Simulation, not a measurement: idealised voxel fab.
Title: Process Module voxel ribs on slabs
cross-section cut | 225 nm wide | cells 5 nm
Cross-section format: a grid of square cells, given as bands from top to bottom; each band is one or more rows of cells. Top height, bottom height, nm. Materials left to right, width each, nm. Single material + "all across" = fills band edge to edge. "blank" = empty. The reference from which all heights are counted is 0, the level beneath which the as-received wafer is entirely one material; the lowest band, having no lower bound, proceeds downward and is written after the example "from 0 down". So if you see something like "30..40" for the width, read it as the top row of the band sitting at the first number and the bottom row at the second, with every row in between moving by the same amount as the last. Step note "left unchanged" = no cross-section cell changed. Listed in "Closed void table": every empty space of 8 or more cells without an open way to the top. Form: width x height at distance, the distance being from the left edge, all in nm. Past the settings on a step's line: simulator remark, on that step. A step line may carry the setting "overlay nm", which, for steps involving a mask, states the distance by which the mask lay to the right of its intended position; negative values denote displacement to the left.
Process steps (planned):
step 1: RECEIVE (material Si)
step 2: DIRECTIONAL_DEP (material SiO2; thk nm 20)
step 3: DIRECTIONAL_DEP (material SiN; thk nm 25)
step 4: PATTERN (tone cover; mask id RIB; material resist; width nm 15; thk nm 15; overlay nm 0)
step 5: DIRECTIONAL_ETCH (etch materials SiN; depth nm 15)
step 6: STRIP (etch materials resist)
step 7: MASKED_ETCH (tone cover; mask id SLAB; width nm 65; etch materials SiN; depth nm 10; overlay nm 0)
step 8: FILL_DEP (material SiO2; thk nm 25)
step 9: CMP (height nm 65)
step 10: DIRECTIONAL_DEP (material TiN; thk nm 10)
step 11: MASKED_ETCH (tone cover; mask id HEATER; width nm 25; etch materials TiN; depth nm 10; overlay nm 0)
step 12: CONFORMAL_DEP (material SiN; thk nm 10)
So, the first of our two wafers, run just as we planned it:
As received (post step 1): cross-section:
- from 0 down  Si all across
- Closed void table: none
Cross-section of the wafer after step 2:
- from 20 to 0  SiO2 all across
- Everything below 0 is unchanged.
Cross-section of the wafer after step 3:
- from 45 to 20  SiN all across
- Everything below 20 is unchanged.
Cross-section of the wafer after step 4:
- from 60 to 45  105 nm blank  15 nm resist  105 nm blank
- Everything below 45 is unchanged.
Cross-section of the wafer after step 5:
- from 60 to 45  105 nm blank  15 nm resist  105 nm blank
- from 45 to 30  105 nm blank  15 nm SiN  105 nm blank
- Everything below 30 is unchanged.
Cross-section of the wafer after step 6:
- from 45 to 30  105 nm blank  15 nm SiN  105 nm blank
- Everything below 30 is unchanged.
Cross-section of the wafer after step 7:
- from 45 to 30  105 nm blank  15 nm SiN  105 nm blank
- from 30 to 20  80 nm blank  65 nm SiN  80 nm blank
- Everything below 20 is unchanged.
Cross-section of the wafer after step 8:
- from 70 to 45  SiO2 all across
- from 45 to 30  105 nm SiO2  15 nm SiN  105 nm SiO2
- from 30 to 20  80 nm SiO2  65 nm SiN  80 nm SiO2
- Everything below 20 is unchanged.
Cross-section of the wafer after step 9:
- from 65 to 45  SiO2 all across
- Everything below 45 is unchanged.
Cross-section of the wafer after step 10:
- from 75 to 65  TiN all across
- Everything below 65 is unchanged.
Cross-section of the wafer after step 11:
- from 75 to 65  100 nm blank  25 nm TiN  100 nm blank
- Everything below 65 is unchanged.
Cross-section of the wafer after step 12:
- from 85 to 75  90 nm blank  45 nm SiN  90 nm blank
- from 75 to 65  100 nm SiN  25 nm TiN  100 nm SiN
- Everything below 65 is unchanged.
second wafer: like start, like plan, one mistake. Through step 10 it matches the first wafer:
Planned end of step 11: second wafer, cross-section:
- from 75 to 65  100 nm TiN  25 nm blank  100 nm TiN
- Everything below 65 is unchanged.
Planned end of step 12: second wafer, cross-section:
- from 85 to 75  110 nm SiN  5 nm blank  110 nm SiN
- from 75 to 65  100 nm TiN  25 nm SiN  100 nm TiN
- Everything below 65 is unchanged.
Which mistake was made when the wafer was run? heads up, step 11 didn't go per plan, it actually ran as MASKED_ETCH (tone open; mask id HEATER; width nm 25; etch materials TiN; depth nm 10; overlay nm 0)
End of process, cell counts, second wafer against first, materials with more or fewer: TiN: 70 more
